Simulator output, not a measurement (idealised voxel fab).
Module name: voxel self aligned contacts (process module)
145 nm wide, 5 nm square cells: that's cross-section cut.
When this document writes out a cross-section, it uses a grid of square cells and lists it as bands, beginning at the top and moving down, with a band standing for one or more rows of cells. The band entry comprises the height of the band's top followed by the height of its bottom, expressed in nm, and subsequently the band's materials from left to right, each stated together with its width in nm. Where a single material is marked with the word "all across", that material fills the band from edge to edge. The word "blank" represents empty space. Height datum 0, below which the as-received substrate wafer is one material. Lowest band open at the bottom, running downward: "from 0 down". A two-number width, for instance "30 to 40", indicates that the width is equal to the first number in the top row of the band and to the second number in the bottom row, and that it changes by a constant amount per row of cells. Key: "no alteration" - step with no changed cell in the cross-section. Entry "Enclosed internal cavities" = empty spaces >= 8 cells with no open way to the top; each as width x height at distance, distance from left edge, all nm. Heads up: the bit after the settings on a step's line is the simulator's remark on that step. The "overlay nm" setting may appear on a step's line; for a step that uses a mask, it gives how far to the right of its planned position the mask lay, and a negative value indicates the left.
### Process steps - plan
1,RECEIVE,material Si
2,CONFORMAL_DEP,material SiO2,thk nm 5
3,DIRECTIONAL_DEP,material polySi,thk nm 20
4,DIRECTIONAL_DEP,material SiN,thk nm 20
5,PATTERN,tone cover,mask id GATE,material resist,width nm 25,pitch nm 70,thk nm 15,overlay nm 0
6,DIRECTIONAL_ETCH,etch materials SiN,depth nm 20
7,DIRECTIONAL_ETCH,etch materials polySi,depth nm 20
8,STRIP,etch materials resist
9,CONFORMAL_DEP,material SiN,thk nm 10
10,DIRECTIONAL_ETCH,etch materials SiN,depth nm 10
11,FILL_DEP,material SiO2,thk nm 15
12,CMP,height nm 55
13,DIRECTIONAL_DEP,material aC,thk nm 15
14,PATTERN,tone open,mask id CONTACT,material resist,width nm 55,thk nm 30,overlay nm 0
15,DIRECTIONAL_ETCH,etch materials aC,depth nm 15
16,STRIP,etch materials resist
17,DIRECTIONAL_ETCH,etch materials SiO2,depth nm 55
18,STRIP,etch materials aC
19,CONFORMAL_DEP,material TiN,thk nm 5
20,FILL_DEP,material W,thk nm 10
21,CMP,height nm 55
22,CONFORMAL_DEP,material SiN,thk nm 5
The wafers in this document start out alike and differ in the width nm applied at step 5; the plan shows the value used for the first wafer.
### Cut through the first of several wafers as received, post step 1
  from 0 down: Si all across
  Enclosed internal cavities: none
### Heads up, this table goes wafer by wafer. A row tells you, at the end of the module, how many cells of each material that wafer has put on (+) or dropped (-) since it was received, and then its closed voids
width nm 25; +133 SiN; +108 SiO2; +31 TiN; +36 W; +40 polySi; Enclosed internal cavities: none
width nm 30; +141 SiN; +101 SiO2; +31 TiN; +27 W; +48 polySi; Enclosed internal cavities: none
width nm 35; +149 SiN; +94 SiO2; +31 TiN; +18 W; +56 polySi; Enclosed internal cavities: none
width nm 40; +157 SiN; +87 SiO2; +31 TiN; +9 W; +64 polySi; Enclosed internal cavities: none
width nm 45; +165 SiN; +80 SiO2; +22 TiN; +9 W; +72 polySi; Enclosed internal cavities: none
